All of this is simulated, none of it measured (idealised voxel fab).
process module | voxel self aligned vias
cross-section cut | 220 nm wide | cells 5 nm
A cross-section is a grid of square cells, given in bands from the top down. A band is one or more rows of cells.
Each band's line starts with the height of the band's top and of its bottom, in nm. Then come its materials from left to right, each with its width in nm. One material with "throughout" fills the band from edge to edge. "air" is empty space.
Height 0 is the level under which the wafer as received is all one material. The lowest band goes on downwards, as in "0 down".
A width such as "30 to 40" changes by the same amount from each row of cells to the next, from the band's top row to its bottom row.
"no change" after a step means that no cell of the cross-section changed.
closed voids: empty space of 8 cells or more with no open way to the top, each as width x height at its distance from the left edge, in nm
after a step's settings: what the simulator itself notes on the step
overlay nm, on a step with a mask: how far to the right of its planned place the mask lay; to the left if negative
plan
1 op RECEIVE | material Si
2 op CONFORMAL_DEP | material SiO2 | thk nm 10
3 op CONFORMAL_DEP | material SiCN | thk nm 5
4 op DIRECTIONAL_DEP | material lowk | thk nm 20
5 op PATTERN | tone open | mask id LINES | material resist | width nm 25 | pitch nm 70 | thk nm 15 | overlay nm 0
6 op DIRECTIONAL_ETCH | etch materials lowk | depth nm 20
7 op STRIP | etch materials resist
8 op CONFORMAL_DEP | material TiN | thk nm 5
9 op FILL_DEP | material W | thk nm 5
10 op CMP | height nm 35
11 op SELECTIVE_ETCH | etch materials W Ru TiN | depth nm 5
12 op FILL_DEP | material SiN | thk nm 5
13 op CMP | height nm 35
14 op DIRECTIONAL_DEP | material lowk | thk nm 20
15 op PATTERN | tone open | mask id VIAS | material resist | width nm 45 | thk nm 20 | overlay nm 0
16 op DIRECTIONAL_ETCH | etch materials lowk | depth nm 20
17 op DIRECTIONAL_ETCH | etch materials SiN | depth nm 5
18 op STRIP | etch materials resist
19 op CONFORMAL_DEP | material TiN | thk nm 5
20 op FILL_DEP | material W | thk nm 5
21 op CMP | height nm 55
22 op CONFORMAL_DEP | material SiCN | thk nm 5
varied across the wafers: thk nm of step 3. The plan shows the first wafer's value. All wafers start alike
first wafer as received, after step 1
  0 down: Si throughout
  closed voids: none
first wafer at the end, after step 22
  60 to 55: SiCN throughout
  55 to 40: lowk 50 | TiN 5 | W 35 | TiN 5 | lowk 125
  40 to 35: lowk 50 | TiN 15 | W 15 | TiN 15 | lowk 125
  35 to 30: lowk 60 | TiN 25 | lowk 45 | SiN 25 | lowk 65
  30 to 20: lowk 60 | TiN 5 | W 15 | TiN 5 | lowk 45 | TiN 5 | W 15 | TiN 5 | lowk 65
  20 to 15: lowk 60 | TiN 25 | lowk 45 | TiN 25 | lowk 65
  15 to 10: SiCN throughout
  10 to 0: SiO2 throughout
  0 down: Si throughout
  closed voids: none
last wafer at the end
  60 to 55: SiCN throughout
  55 to 40: lowk 50 | TiN 5 | W 35 | TiN 5 | lowk 125
  40 to 35: lowk 50 | TiN 15 | W 15 | TiN 15 | lowk 125
  35 to 30: lowk 60 | TiN 25 | lowk 45 | SiN 25 | lowk 65
  30 to 10: SiCN throughout
  10 to 0: SiO2 throughout
  0 down: Si throughout
  closed voids: none
each wafer at the end: cells of each material gained (+) or lost (-) since it was received, then its closed voids
thk nm 5 | +88 SiCN | +5 SiN | +88 SiO2 | +35 TiN | +36 W | +276 lowk | closed voids: none
thk nm 10 | +132 SiCN | +5 SiN | +88 SiO2 | +31 TiN | +30 W | +242 lowk | closed voids: none
thk nm 15 | +176 SiCN | +5 SiN | +88 SiO2 | +27 TiN | +24 W | +208 lowk | closed voids: none
thk nm 20 | +220 SiCN | +5 SiN | +88 SiO2 | +17 TiN | +24 W | +174 lowk | closed voids: none
